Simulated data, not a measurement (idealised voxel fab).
This section sets out a process module, namely voxel transistor to metal.
cross-section cut | 290 nm wide | cells 5 nm
Cross-sections here: square-cell grids, written as top-down lists of bands, a band being one or more rows of cells.
Per band: top height and bottom height in nm, followed by the left-to-right materials and their widths in nm; "everywhere" marks a single material spanning edge to edge, "blank" marks empty space.
Heights are expressed relative to 0, this being the level below which the as-received wafer comprises one material exclusively. The lowest band is unbounded in the downward direction and is denoted as in "0 down".
Graded width ("30..40"): value in top row of band = first number; value in bottom row = second number; row-to-row change constant.
"same as before" for a step: no cell of the cross-section changed in that step.
Basically, "Closed internal voids" tells you about the enclosed voids: empty spaces with no open way to the top, 8 cells or bigger, each written width x height at distance, where distance is from the left edge, all in nm.
Past the settings on a step's line: simulator remark, on that step.
overlay nm: mask right of planned place by this much (step with mask). Neg. = left.
Pairs from here to the end. Each: cross-section before one process step, cross-section after it, the latter only as far down as the lowest band that changed. Under each: the step between, and its settings. Mind that the pairs may be taken from different runs of this module on the same starting wafer; whether a pair continues from the pair above depends on its entry headed "Before this step", and it does only where that entry says so.

Before this step:
  55 to 50  SiCN everywhere
  50 to 30  SiO2 35  TiN 5  Cu 5  TiN 5  SiO2 55  TiN 5  Cu 5  TiN 5  SiO2 45  TiN 5  Cu 5  TiN 5  SiO2 55  TiN 5  Cu 5  TiN 5  SiO2 40
  30 to 25  SiN 35  TiN 15  SiN 55  TiN 15  SiN 45  TiN 15  SiN 55  TiN 15  SiN 40
  25 to 15  SiO2 35  TiN 5  Ru 5  TiN 5  SiO2 55  TiN 5  Ru 5  TiN 5  SiO2 45  TiN 5  Ru 5  TiN 5  SiO2 55  TiN 5  Ru 5  TiN 5  SiO2 40
  15 to 5  SiO2 35  TiN 5  Ru 5  TiN 5  SiO2 5  SiN 5  HfO2 5  TiN 5  W 15  TiN 5  HfO2 5  SiN 5  SiO2 5  TiN 5  Ru 5  TiN 5  SiO2 45  TiN 5  Ru 5  TiN 5  SiO2 5  SiN 5  HfO2 5  TiN 5  W 15  TiN 5  HfO2 5  SiN 5  SiO2 5  TiN 5  Ru 5  TiN 5  SiO2 40
  5 to 0  SiO2 35  TiN 15  SiO2 5  SiN 5  HfO2 5  TiN 25  HfO2 5  SiN 5  SiO2 5  TiN 15  SiO2 45  TiN 15  SiO2 5  SiN 5  HfO2 5  TiN 25  HfO2 5  SiN 5  SiO2 5  TiN 15  SiO2 40
  0 to -5  SiO2 25  SiGe 30  SiO2 5  HfO2 35  SiO2 5  SiGe 30  SiO2 25  SiGe 30  SiO2 5  HfO2 35  SiO2 5  SiGe 30  SiO2 30
  -5 to -10  SiO2 30  Si 95  SiO2 35  Si 95  SiO2 35
  -10 to -20  SiO2 25  Si 105  SiO2 25  Si 105  SiO2 30
  -20 down  Si everywhere
  Closed internal voids: none

Section After Processing:
  80 to 55  lowk everywhere
  Below 55 it's all the same as before, nothing changed down there.
  Closed internal voids: none
Step, pre vs post cross-sections above: DIRECTIONAL_DEP,material lowk,thk nm 25

Before this step: The pre-step condition corresponds to the post-step cross-section depicted in the pair directly above.

Section After Processing:
  80 to 65  lowk 35  blank 15  lowk 115  blank 15  lowk 110
  Below 65 it's all the same as before, nothing changed down there.
  Closed internal voids: none
Step, pre vs post cross-sections above: MASKED_ETCH,tone open,mask id METAL_2,width nm 15,pitch nm 130,etch materials lowk,depth nm 15,overlay nm 0

Before this step: The pre-step condition corresponds to the post-step cross-section depicted in the pair directly above.

Section After Processing:
  80 to 55  lowk 35  blank 15  lowk 115  blank 15  lowk 110
  Below 55 it's all the same as before, nothing changed down there.
  Closed internal voids: none
Step, pre vs post cross-sections above: MASKED_ETCH,tone open,mask id METAL_2_HOLES,width nm 15,pitch nm 130,etch materials lowk,depth nm 10,overlay nm 0

Before this step: The pre-step condition corresponds to the post-step cross-section depicted in the pair directly above.

Section After Processing:
  80 to 55  lowk 35  blank 15  lowk 115  blank 15  lowk 110
  55 to 50  SiCN 35  blank 15  SiCN 115  blank 15  SiCN 110
  Below 50 it's all the same as before, nothing changed down there.
  Closed internal voids: none
Step, pre vs post cross-sections above: MASKED_ETCH,tone open,mask id METAL_2_HOLES,width nm 15,pitch nm 130,etch materials SiCN,depth nm 5,overlay nm 0

Before this step: The pre-step condition corresponds to the post-step cross-section depicted in the pair directly above.

Section After Processing:
  85 to 80  TiN 40  blank 5  TiN 125  blank 5  TiN 115
  80 to 55  lowk 35  TiN 5  blank 5  TiN 5  lowk 115  TiN 5  blank 5  TiN 5  lowk 110
  55 to 50  SiCN 35  TiN 15  SiCN 115  TiN 15  SiCN 110
  Below 50 it's all the same as before, nothing changed down there.
  Closed internal voids: none
Step, pre vs post cross-sections above: CONFORMAL_DEP,material TiN,thk nm 5

Before this step: The pre-step condition corresponds to the post-step cross-section depicted in the pair directly above.

Section After Processing:
  95 to 85  Cu everywhere
  85 to 80  TiN 40  Cu 5  TiN 125  Cu 5  TiN 115
  80 to 55  lowk 35  TiN 5  Cu 5  TiN 5  lowk 115  TiN 5  Cu 5  TiN 5  lowk 110
  Below 55 it's all the same as before, nothing changed down there.
  Closed internal voids: none
Step, pre vs post cross-sections above: FILL_DEP,material Cu,thk nm 10

Before this step: The pre-step condition corresponds to the post-step cross-section depicted in the pair directly above.

Section After Processing:
  80 to 55  lowk 35  TiN 5  Cu 5  TiN 5  lowk 115  TiN 5  Cu 5  TiN 5  lowk 110
  Below 55 it's all the same as before, nothing changed down there.
  Closed internal voids: none
Step, pre vs post cross-sections above: CMP,height nm 80

Before this step: The pre-step condition corresponds to the post-step cross-section depicted in the pair directly above.

Section After Processing:
  85 to 80  SiCN everywhere
  Below 80 it's all the same as before, nothing changed down there.
  Closed internal voids: none
Step, pre vs post cross-sections above: CONFORMAL_DEP,material SiCN,thk nm 5

Before this step:
  30 to 15  blank 25  resist 105  blank 25  resist 105  blank 30
  15 to 5  blank 25  SiN 105  blank 25  SiN 105  blank 30
  5 to 0  blank 25  SiO2 105  blank 25  SiO2 105  blank 30
  0 to -20  blank 25  Si 105  blank 25  Si 105  blank 30
  -20 down  Si everywhere
  Closed internal voids: none

Section After Processing:
  30 to 15  blank 25  resist 105  blank 25  resist 105  blank 30
  15 to 5  blank 25  SiN 105  blank 25  SiN 105  blank 30
  5 to 0  blank 25  SiO2 105  blank 25  SiO2 105  blank 30
  0 to -40  blank 25  Si 105  blank 25  Si 105  blank 30
  Below -40 it's all the same as before, nothing changed down there.
  Closed internal voids: none
Step, pre vs post cross-sections above: DIRECTIONAL_ETCH,etch materials Si,depth nm 20

Before this step: The pre-step condition corresponds to the post-step cross-section depicted in the pair directly above.

Section After Processing:
  15 to 5  blank 25  SiN 105  blank 25  SiN 105  blank 30
  Below 5 it's all the same as before, nothing changed down there.
  Closed internal voids: none
Step, pre vs post cross-sections above: STRIP,etch materials resist

Before this step: The pre-step condition corresponds to the post-step cross-section depicted in the pair directly above.

Section After Processing:
  25 to 15  SiO2 everywhere
  15 to 5  SiO2 25  SiN 105  SiO2 25  SiN 105  SiO2 30
  5 to 0  SiO2 everywhere
  0 to -40  SiO2 25  Si 105  SiO2 25  Si 105  SiO2 30
  Below -40 it's all the same as before, nothing changed down there.
  Closed internal voids: none
Step, pre vs post cross-sections above: FILL_DEP,material SiO2,thk nm 10

Before this step: The pre-step condition corresponds to the post-step cross-section depicted in the pair directly above.

Section After Processing:
  15 to 5  SiO2 25  SiN 105  SiO2 25  SiN 105  SiO2 30
  Below 5 it's all the same as before, nothing changed down there.
  Closed internal voids: none
Step, pre vs post cross-sections above: CMP,height nm 15

Before this step: The pre-step condition corresponds to the post-step cross-section depicted in the pair directly above.

Section After Processing:
  15 to 5  blank 25  SiN 105  blank 25  SiN 105  blank 30
  Below 5 it's all the same as before, nothing changed down there.
  Closed internal voids: none
Step, pre vs post cross-sections above: SELECTIVE_ETCH,etch materials SiO2,depth nm 10

Before this step: The pre-step condition corresponds to the post-step cross-section depicted in the pair directly above.

Section After Processing:
  5 to 0  SiO2 everywhere
  Below 0 it's all the same as before, nothing changed down there.
  Closed internal voids: none
Step, pre vs post cross-sections above: STRIP,etch materials SiN

Before this step: The pre-step condition corresponds to the post-step cross-section depicted in the pair directly above.

Section After Processing:
  0 to -40  SiO2 25  Si 105  SiO2 25  Si 105  SiO2 30
  Below -40 it's all the same as before, nothing changed down there.
  Closed internal voids: none
Step, pre vs post cross-sections above: SELECTIVE_ETCH,etch materials SiO2,depth nm 5

Before this step: The pre-step condition corresponds to the post-step cross-section depicted in the pair directly above.

Section After Processing:
  0 to -5  SiO2 everywhere
  Below -5 it's all the same as before, nothing changed down there.
  Closed internal voids: none
Step, pre vs post cross-sections above: OXIDIZE,depth nm 5

Before this step: The pre-step condition corresponds to the post-step cross-section depicted in the pair directly above.

Section After Processing:
  20 to 0  polySi everywhere
  Below 0 it's all the same as before, nothing changed down there.
  Closed internal voids: none
Step, pre vs post cross-sections above: DIRECTIONAL_DEP,material polySi,thk nm 20

Before this step: The pre-step condition corresponds to the post-step cross-section depicted in the pair directly above.

Section After Processing:
  35 to 20  SiCN everywhere
  Below 20 it's all the same as before, nothing changed down there.
  Closed internal voids: none
Step, pre vs post cross-sections above: DIRECTIONAL_DEP,material SiCN,thk nm 15

Before this step: The pre-step condition corresponds to the post-step cross-section depicted in the pair directly above.

Section After Processing:
  45 to 35  aC everywhere
  Below 35 it's all the same as before, nothing changed down there.
  Closed internal voids: none
Step, pre vs post cross-sections above: DIRECTIONAL_DEP,material aC,thk nm 10

Before this step: The pre-step condition corresponds to the post-step cross-section depicted in the pair directly above.

Section After Processing:
  75 to 45  blank 65  resist 25  blank 105  resist 25  blank 70
  Below 45 it's all the same as before, nothing changed down there.
  Closed internal voids: none
Step, pre vs post cross-sections above: PATTERN,tone cover,mask id GATE,material resist,width nm 25,pitch nm 130,thk nm 30,overlay nm 0

Before this step: The pre-step condition corresponds to the post-step cross-section depicted in the pair directly above.

Section After Processing:
  65 to 45  blank 65  resist 25  blank 105  resist 25  blank 70
  45 to 35  blank 65  aC 25  blank 105  aC 25  blank 70
  Below 35 it's all the same as before, nothing changed down there.
  Closed internal voids: none
Step, pre vs post cross-sections above: DIRECTIONAL_ETCH,etch materials aC,depth nm 10

Before this step: The pre-step condition corresponds to the post-step cross-section depicted in the pair directly above.

Section After Processing:
  45 to 35  blank 65  aC 25  blank 105  aC 25  blank 70
  Below 35 it's all the same as before, nothing changed down there.
  Closed internal voids: none
Step, pre vs post cross-sections above: STRIP,etch materials resist

Before this step: The pre-step condition corresponds to the post-step cross-section depicted in the pair directly above.

Section After Processing:
  45 to 35  blank 65  aC 25  blank 105  aC 25  blank 70
  35 to 20  blank 65  SiCN 25  blank 105  SiCN 25  blank 70
  Below 20 it's all the same as before, nothing changed down there.
  Closed internal voids: none
Step, pre vs post cross-sections above: DIRECTIONAL_ETCH,etch materials SiCN,depth nm 25

Before this step: The pre-step condition corresponds to the post-step cross-section depicted in the pair directly above.

Section After Processing:
  45 to 35  blank 65  aC 25  blank 105  aC 25  blank 70
  35 to 20  blank 65  SiCN 25  blank 105  SiCN 25  blank 70
  20 to 0  blank 65  polySi 25  blank 105  polySi 25  blank 70
  Below 0 it's all the same as before, nothing changed down there.
  Closed internal voids: none
Step, pre vs post cross-sections above: DIRECTIONAL_ETCH,etch materials polySi,depth nm 30

Before this step: The pre-step condition corresponds to the post-step cross-section depicted in the pair directly above.

Section After Processing:
  35 to 20  blank 65  SiCN 25  blank 105  SiCN 25  blank 70
  Below 20 it's all the same as before, nothing changed down there.
  Closed internal voids: none
Step, pre vs post cross-sections above: STRIP,etch materials aC

Before this step: The pre-step condition corresponds to the post-step cross-section depicted in the pair directly above.

Section After Processing:
  40 to 35  blank 60  SiO2 35  blank 95  SiO2 35  blank 65
  35 to 20  blank 60  SiO2 5  SiCN 25  SiO2 5  blank 95  SiO2 5  SiCN 25  SiO2 5  blank 65
  20 to 5  blank 60  SiO2 5  polySi 25  SiO2 5  blank 95  SiO2 5  polySi 25  SiO2 5  blank 65
  5 to 0  SiO2 65  polySi 25  SiO2 105  polySi 25  SiO2 70
  Below 0 it's all the same as before, nothing changed down there.
  Closed internal voids: none
Step, pre vs post cross-sections above: CONFORMAL_DEP,material SiO2,thk nm 5

Before this step: The pre-step condition corresponds to the post-step cross-section depicted in the pair directly above.

Section After Processing:
  35 to 20  blank 60  SiO2 5  SiCN 25  SiO2 5  blank 95  SiO2 5  SiCN 25  SiO2 5  blank 65
  20 to 0  blank 60  SiO2 5  polySi 25  SiO2 5  blank 95  SiO2 5  polySi 25  SiO2 5  blank 65
  Below 0 it's all the same as before, nothing changed down there.
  Closed internal voids: none
Step, pre vs post cross-sections above: DIRECTIONAL_ETCH,etch materials SiO2,depth nm 5

Before this step: The pre-step condition corresponds to the post-step cross-section depicted in the pair directly above.

Section After Processing:
  40 to 35  blank 55  SiN 45  blank 85  SiN 45  blank 60
  35 to 20  blank 55  SiN 5  SiO2 5  SiCN 25  SiO2 5  SiN 5  blank 85  SiN 5  SiO2 5  SiCN 25  SiO2 5  SiN 5  blank 60
  20 to 5  blank 55  SiN 5  SiO2 5  polySi 25  SiO2 5  SiN 5  blank 85  SiN 5  SiO2 5  polySi 25  SiO2 5  SiN 5  blank 60
  5 to 0  SiN 60  SiO2 5  polySi 25  SiO2 5  SiN 95  SiO2 5  polySi 25  SiO2 5  SiN 65
  Below 0 it's all the same as before, nothing changed down there.
  Closed internal voids: none
Step, pre vs post cross-sections above: CONFORMAL_DEP,material SiN,thk nm 5

Before this step: The pre-step condition corresponds to the post-step cross-section depicted in the pair directly above.

Section After Processing:
  35 to 20  blank 55  SiN 5  SiO2 5  SiCN 25  SiO2 5  SiN 5  blank 85  SiN 5  SiO2 5  SiCN 25  SiO2 5  SiN 5  blank 60
  20 to 0  blank 55  SiN 5  SiO2 5  polySi 25  SiO2 5  SiN 5  blank 85  SiN 5  SiO2 5  polySi 25  SiO2 5  SiN 5  blank 60
  Below 0 it's all the same as before, nothing changed down there.
  Closed internal voids: none
Step, pre vs post cross-sections above: DIRECTIONAL_ETCH,etch materials SiN,depth nm 5

Before this step: The pre-step condition corresponds to the post-step cross-section depicted in the pair directly above.

Section After Processing:
  35 to 30  blank 55  SiN 5  blank 5  SiCN 25  blank 5  SiN 5  blank 85  SiN 5  blank 5  SiCN 25  blank 5  SiN 5  blank 60
  30 to 20  blank 55  SiN 5  SiO2 5  SiCN 25  SiO2 5  SiN 5  blank 85  SiN 5  SiO2 5  SiCN 25  SiO2 5  SiN 5  blank 60
  20 to 0  blank 55  SiN 5  SiO2 5  polySi 25  SiO2 5  SiN 5  blank 85  SiN 5  SiO2 5  polySi 25  SiO2 5  SiN 5  blank 60
  0 to -5  blank 55  SiO2 45  blank 85  SiO2 45  blank 60
  Below -5 it's all the same as before, nothing changed down there.
  Closed internal voids: none
Step, pre vs post cross-sections above: DIRECTIONAL_ETCH,etch materials SiO2,depth nm 5

Before this step: The pre-step condition corresponds to the post-step cross-section depicted in the pair directly above.

Section After Processing:
  35 to 30  blank 55  SiN 5  blank 5  SiCN 25  blank 5  SiN 5  blank 85  SiN 5  blank 5  SiCN 25  blank 5  SiN 5  blank 60
  30 to 20  blank 55  SiN 5  SiO2 5  SiCN 25  SiO2 5  SiN 5  blank 85  SiN 5  SiO2 5  SiCN 25  SiO2 5  SiN 5  blank 60
  20 to 0  blank 55  SiN 5  SiO2 5  polySi 25  SiO2 5  SiN 5  blank 85  SiN 5  SiO2 5  polySi 25  SiO2 5  SiN 5  blank 60
  0 to -5  blank 20  SiGe 35  SiO2 45  SiGe 35  blank 15  SiGe 35  SiO2 45  SiGe 35  blank 25
  Below -5 it's all the same as before, nothing changed down there.
  Closed internal voids: none
Step, pre vs post cross-sections above: EPI,material SiGe,thk nm 5

Before this step: The pre-step condition corresponds to the post-step cross-section depicted in the pair directly above.

Section After Processing:
  45 to 35  SiO2 everywhere
  35 to 20  SiO2 55  SiN 5  SiO2 5  SiCN 25  SiO2 5  SiN 5  SiO2 85  SiN 5  SiO2 5  SiCN 25  SiO2 5  SiN 5  SiO2 60
  20 to 0  SiO2 55  SiN 5  SiO2 5  polySi 25  SiO2 5  SiN 5  SiO2 85  SiN 5  SiO2 5  polySi 25  SiO2 5  SiN 5  SiO2 60
  0 to -5  SiO2 20  SiGe 35  SiO2 45  SiGe 35  SiO2 15  SiGe 35  SiO2 45  SiGe 35  SiO2 25
  Below -5 it's all the same as before, nothing changed down there.
  Closed internal voids: none
Step, pre vs post cross-sections above: FILL_DEP,material SiO2,thk nm 10

Before this step: The pre-step condition corresponds to the post-step cross-section depicted in the pair directly above.

Section After Processing:
  20 to 0  SiO2 55  SiN 5  SiO2 5  polySi 25  SiO2 5  SiN 5  SiO2 85  SiN 5  SiO2 5  polySi 25  SiO2 5  SiN 5  SiO2 60
  Below 0 it's all the same as before, nothing changed down there.
  Closed internal voids: none
Step, pre vs post cross-sections above: CMP,height nm 20

Before this step: The pre-step condition corresponds to the post-step cross-section depicted in the pair directly above.

Section After Processing:
  20 to 0  SiO2 55  SiN 5  SiO2 5  blank 25  SiO2 5  SiN 5  SiO2 85  SiN 5  SiO2 5  blank 25  SiO2 5  SiN 5  SiO2 60
  Below 0 it's all the same as before, nothing changed down there.
  Closed internal voids: none
Step, pre vs post cross-sections above: STRIP,etch materials polySi

Before this step: The pre-step condition corresponds to the post-step cross-section depicted in the pair directly above.

Section After Processing:
  20 to 15  blank 55  SiN 5  blank 35  SiN 5  blank 85  SiN 5  blank 35  SiN 5  blank 60
  15 to 0  SiO2 55  SiN 5  blank 35  SiN 5  SiO2 85  SiN 5  blank 35  SiN 5  SiO2 60
  0 to -5  SiO2 20  SiGe 35  SiO2 5  blank 35  SiO2 5  SiGe 35  SiO2 15  SiGe 35  SiO2 5  blank 35  SiO2 5  SiGe 35  SiO2 25
  Below -5 it's all the same as before, nothing changed down there.
  Closed internal voids: none
Step, pre vs post cross-sections above: SELECTIVE_ETCH,etch materials SiO2,depth nm 5

Before this step: The pre-step condition corresponds to the post-step cross-section depicted in the pair directly above.

Section After Processing:
  25 to 20  blank 50  HfO2 15  blank 25  HfO2 15  blank 75  HfO2 15  blank 25  HfO2 15  blank 55
  20 to 15  HfO2 55  SiN 5  HfO2 5  blank 25  HfO2 5  SiN 5  HfO2 85  SiN 5  HfO2 5  blank 25  HfO2 5  SiN 5  HfO2 60
  15 to 0  SiO2 55  SiN 5  HfO2 5  blank 25  HfO2 5  SiN 5  SiO2 85  SiN 5  HfO2 5  blank 25  HfO2 5  SiN 5  SiO2 60
  0 to -5  SiO2 20  SiGe 35  SiO2 5  HfO2 35  SiO2 5  SiGe 35  SiO2 15  SiGe 35  SiO2 5  HfO2 35  SiO2 5  SiGe 35  SiO2 25
  Below -5 it's all the same as before, nothing changed down there.
  Closed internal voids: none
Step, pre vs post cross-sections above: CONFORMAL_DEP,material HfO2,thk nm 5

Before this step: The pre-step condition corresponds to the post-step cross-section depicted in the pair directly above.

Section After Processing:
  30 to 25  blank 45  TiN 25  blank 15  TiN 25  blank 65  TiN 25  blank 15  TiN 25  blank 50
  25 to 20  TiN 50  HfO2 15  TiN 5  blank 15  TiN 5  HfO2 15  TiN 75  HfO2 15  TiN 5  blank 15  TiN 5  HfO2 15  TiN 55
  20 to 15  HfO2 55  SiN 5  HfO2 5  TiN 5  blank 15  TiN 5  HfO2 5  SiN 5  HfO2 85  SiN 5  HfO2 5  TiN 5  blank 15  TiN 5  HfO2 5  SiN 5  HfO2 60
  15 to 5  SiO2 55  SiN 5  HfO2 5  TiN 5  blank 15  TiN 5  HfO2 5  SiN 5  SiO2 85  SiN 5  HfO2 5  TiN 5  blank 15  TiN 5  HfO2 5  SiN 5  SiO2 60
  5 to 0  SiO2 55  SiN 5  HfO2 5  TiN 25  HfO2 5  SiN 5  SiO2 85  SiN 5  HfO2 5  TiN 25  HfO2 5  SiN 5  SiO2 60
  Below 0 it's all the same as before, nothing changed down there.
  Closed internal voids: none
Step, pre vs post cross-sections above: CONFORMAL_DEP,material TiN,thk nm 5

Before this step: The pre-step condition corresponds to the post-step cross-section depicted in the pair directly above.

Section After Processing:
  40 to 30  W everywhere
  30 to 25  W 45  TiN 25  W 15  TiN 25  W 65  TiN 25  W 15  TiN 25  W 50
  25 to 20  TiN 50  HfO2 15  TiN 5  W 15  TiN 5  HfO2 15  TiN 75  HfO2 15  TiN 5  W 15  TiN 5  HfO2 15  TiN 55
  20 to 15  HfO2 55  SiN 5  HfO2 5  TiN 5  W 15  TiN 5  HfO2 5  SiN 5  HfO2 85  SiN 5  HfO2 5  TiN 5  W 15  TiN 5  HfO2 5  SiN 5  HfO2 60
  15 to 5  SiO2 55  SiN 5  HfO2 5  TiN 5  W 15  TiN 5  HfO2 5  SiN 5  SiO2 85  SiN 5  HfO2 5  TiN 5  W 15  TiN 5  HfO2 5  SiN 5  SiO2 60
  Below 5 it's all the same as before, nothing changed down there.
  Closed internal voids: none
Step, pre vs post cross-sections above: FILL_DEP,material W,thk nm 10

Before this step: The pre-step condition corresponds to the post-step cross-section depicted in the pair directly above.

Section After Processing:
  15 to 5  SiO2 55  SiN 5  HfO2 5  TiN 5  W 15  TiN 5  HfO2 5  SiN 5  SiO2 85  SiN 5  HfO2 5  TiN 5  W 15  TiN 5  HfO2 5  SiN 5  SiO2 60
  Below 5 it's all the same as before, nothing changed down there.
  Closed internal voids: none
Step, pre vs post cross-sections above: CMP,height nm 15

Before this step: The pre-step condition corresponds to the post-step cross-section depicted in the pair directly above.

Section After Processing:
  25 to 15  SiO2 everywhere
  Below 15 it's all the same as before, nothing changed down there.
  Closed internal voids: none
Step, pre vs post cross-sections above: DIRECTIONAL_DEP,material SiO2,thk nm 10

Before this step: The pre-step condition corresponds to the post-step cross-section depicted in the pair directly above.

Section After Processing:
  40 to 25  aC everywhere
  Below 25 it's all the same as before, nothing changed down there.
  Closed internal voids: none
Step, pre vs post cross-sections above: DIRECTIONAL_DEP,material aC,thk nm 15

Before this step: The pre-step condition corresponds to the post-step cross-section depicted in the pair directly above.

Section After Processing:
  70 to 40  resist 35  blank 15  resist 55  blank 15  resist 45  blank 15  resist 55  blank 15  resist 40
  Below 40 it's all the same as before, nothing changed down there.
  Closed internal voids: none
Step, pre vs post cross-sections above: PATTERN,tone open,mask id CONTACT,material resist,width nm 15,thk nm 30,overlay nm 0

Before this step: The pre-step condition corresponds to the post-step cross-section depicted in the pair directly above.

Section After Processing:
  55 to 40  resist 35  blank 15  resist 55  blank 15  resist 45  blank 15  resist 55  blank 15  resist 40
  40 to 25  aC 35  blank 15  aC 55  blank 15  aC 45  blank 15  aC 55  blank 15  aC 40
  Below 25 it's all the same as before, nothing changed down there.
  Closed internal voids: none
Step, pre vs post cross-sections above: DIRECTIONAL_ETCH,etch materials aC,depth nm 15

Before this step: The pre-step condition corresponds to the post-step cross-section depicted in the pair directly above.

Section After Processing:
  40 to 25  aC 35  blank 15  aC 55  blank 15  aC 45  blank 15  aC 55  blank 15  aC 40
  Below 25 it's all the same as before, nothing changed down there.
  Closed internal voids: none
Step, pre vs post cross-sections above: STRIP,etch materials resist

Before this step: The pre-step condition corresponds to the post-step cross-section depicted in the pair directly above.

Section After Processing:
  40 to 25  aC 35  blank 15  aC 55  blank 15  aC 45  blank 15  aC 55  blank 15  aC 40
  25 to 15  SiO2 35  blank 15  SiO2 55  blank 15  SiO2 45  blank 15  SiO2 55  blank 15  SiO2 40
  15 to 5  SiO2 35  blank 15  SiO2 5  SiN 5  HfO2 5  TiN 5  W 15  TiN 5  HfO2 5  SiN 5  SiO2 5  blank 15  SiO2 45  blank 15  SiO2 5  SiN 5  HfO2 5  TiN 5  W 15  TiN 5  HfO2 5  SiN 5  SiO2 5  blank 15  SiO2 40
  5 to 0  SiO2 35  blank 15  SiO2 5  SiN 5  HfO2 5  TiN 25  HfO2 5  SiN 5  SiO2 5  blank 15  SiO2 45  blank 15  SiO2 5  SiN 5  HfO2 5  TiN 25  HfO2 5  SiN 5  SiO2 5  blank 15  SiO2 40
  Below 0 it's all the same as before, nothing changed down there.
  Closed internal voids: none
Step, pre vs post cross-sections above: DIRECTIONAL_ETCH,etch materials SiO2,depth nm 25

Before this step: The pre-step condition corresponds to the post-step cross-section depicted in the pair directly above.

Section After Processing:
  25 to 15  SiO2 35  blank 15  SiO2 55  blank 15  SiO2 45  blank 15  SiO2 55  blank 15  SiO2 40
  Below 15 it's all the same as before, nothing changed down there.
  Closed internal voids: none
Step, pre vs post cross-sections above: STRIP,etch materials aC

Before this step: The pre-step condition corresponds to the post-step cross-section depicted in the pair directly above.

Section After Processing:
  30 to 25  TiN 40  blank 5  TiN 65  blank 5  TiN 55  blank 5  TiN 65  blank 5  TiN 45
  25 to 15  SiO2 35  TiN 5  blank 5  TiN 5  SiO2 55  TiN 5  blank 5  TiN 5  SiO2 45  TiN 5  blank 5  TiN 5  SiO2 55  TiN 5  blank 5  TiN 5  SiO2 40
  15 to 5  SiO2 35  TiN 5  blank 5  TiN 5  SiO2 5  SiN 5  HfO2 5  TiN 5  W 15  TiN 5  HfO2 5  SiN 5  SiO2 5  TiN 5  blank 5  TiN 5  SiO2 45  TiN 5  blank 5  TiN 5  SiO2 5  SiN 5  HfO2 5  TiN 5  W 15  TiN 5  HfO2 5  SiN 5  SiO2 5  TiN 5  blank 5  TiN 5  SiO2 40
  5 to 0  SiO2 35  TiN 15  SiO2 5  SiN 5  HfO2 5  TiN 25  HfO2 5  SiN 5  SiO2 5  TiN 15  SiO2 45  TiN 15  SiO2 5  SiN 5  HfO2 5  TiN 25  HfO2 5  SiN 5  SiO2 5  TiN 15  SiO2 40
  Below 0 it's all the same as before, nothing changed down there.
  Closed internal voids: none
Step, pre vs post cross-sections above: CONFORMAL_DEP,material TiN,thk nm 5

Before this step: The pre-step condition corresponds to the post-step cross-section depicted in the pair directly above.

Section After Processing:
  40 to 30  Ru everywhere
  30 to 25  TiN 40  Ru 5  TiN 65  Ru 5  TiN 55  Ru 5  TiN 65  Ru 5  TiN 45
  25 to 15  SiO2 35  TiN 5  Ru 5  TiN 5  SiO2 55  TiN 5  Ru 5  TiN 5  SiO2 45  TiN 5  Ru 5  TiN 5  SiO2 55  TiN 5  Ru 5  TiN 5  SiO2 40
  15 to 5  SiO2 35  TiN 5  Ru 5  TiN 5  SiO2 5  SiN 5  HfO2 5  TiN 5  W 15  TiN 5  HfO2 5  SiN 5  SiO2 5  TiN 5  Ru 5  TiN 5  SiO2 45  TiN 5  Ru 5  TiN 5  SiO2 5  SiN 5  HfO2 5  TiN 5  W 15  TiN 5  HfO2 5  SiN 5  SiO2 5  TiN 5  Ru 5  TiN 5  SiO2 40
  Below 5 it's all the same as before, nothing changed down there.
  Closed internal voids: none
Step, pre vs post cross-sections above: FILL_DEP,material Ru,thk nm 10

Before this step: The pre-step condition corresponds to the post-step cross-section depicted in the pair directly above.

Section After Processing:
  25 to 15  SiO2 35  TiN 5  Ru 5  TiN 5  SiO2 55  TiN 5  Ru 5  TiN 5  SiO2 45  TiN 5  Ru 5  TiN 5  SiO2 55  TiN 5  Ru 5  TiN 5  SiO2 40
  Below 15 it's all the same as before, nothing changed down there.
  Closed internal voids: none
Step, pre vs post cross-sections above: CMP,height nm 25

Before this step: The pre-step condition corresponds to the post-step cross-section depicted in the pair directly above.

Section After Processing:
  30 to 25  SiN everywhere
  Below 25 it's all the same as before, nothing changed down there.
  Closed internal voids: none
Step, pre vs post cross-sections above: CONFORMAL_DEP,material SiN,thk nm 5

Before this step: The pre-step condition corresponds to the post-step cross-section depicted in the pair directly above.

Section After Processing:
  50 to 30  SiO2 everywhere
  Below 30 it's all the same as before, nothing changed down there.
  Closed internal voids: none
Step, pre vs post cross-sections above: DIRECTIONAL_DEP,material SiO2,thk nm 20

Before this step: The pre-step condition corresponds to the post-step cross-section depicted in the pair directly above.

Section After Processing:
  50 to 30  SiO2 35  blank 15  SiO2 55  blank 15  SiO2 45  blank 15  SiO2 55  blank 15  SiO2 40
  Below 30 it's all the same as before, nothing changed down there.
  Closed internal voids: none
Step, pre vs post cross-sections above: MASKED_ETCH,tone open,mask id METAL_1,width nm 15,etch materials SiO2,depth nm 20,overlay nm 0

Before this step: The pre-step condition corresponds to the post-step cross-section depicted in the pair directly above.

Section After Processing:
  50 to 30  SiO2 35  blank 15  SiO2 55  blank 15  SiO2 45  blank 15  SiO2 55  blank 15  SiO2 40
  30 to 25  SiN 35  blank 15  SiN 55  blank 15  SiN 45  blank 15  SiN 55  blank 15  SiN 40
  Below 25 it's all the same as before, nothing changed down there.
  Closed internal voids: none
Step, pre vs post cross-sections above: MASKED_ETCH,tone open,mask id METAL_1,width nm 15,etch materials SiN,depth nm 5,overlay nm 0

Before this step: The pre-step condition corresponds to the post-step cross-section depicted in the pair directly above.

Section After Processing:
  55 to 50  TiN 40  blank 5  TiN 65  blank 5  TiN 55  blank 5  TiN 65  blank 5  TiN 45
  50 to 30  SiO2 35  TiN 5  blank 5  TiN 5  SiO2 55  TiN 5  blank 5  TiN 5  SiO2 45  TiN 5  blank 5  TiN 5  SiO2 55  TiN 5  blank 5  TiN 5  SiO2 40
  30 to 25  SiN 35  TiN 15  SiN 55  TiN 15  SiN 45  TiN 15  SiN 55  TiN 15  SiN 40
  Below 25 it's all the same as before, nothing changed down there.
  Closed internal voids: none
Step, pre vs post cross-sections above: CONFORMAL_DEP,material TiN,thk nm 5

Before this step: The pre-step condition corresponds to the post-step cross-section depicted in the pair directly above.

Section After Processing:
  65 to 55  Cu everywhere
  55 to 50  TiN 40  Cu 5  TiN 65  Cu 5  TiN 55  Cu 5  TiN 65  Cu 5  TiN 45
  50 to 30  SiO2 35  TiN 5  Cu 5  TiN 5  SiO2 55  TiN 5  Cu 5  TiN 5  SiO2 45  TiN 5  Cu 5  TiN 5  SiO2 55  TiN 5  Cu 5  TiN 5  SiO2 40
  Below 30 it's all the same as before, nothing changed down there.
  Closed internal voids: none
Step, pre vs post cross-sections above: FILL_DEP,material Cu,thk nm 10
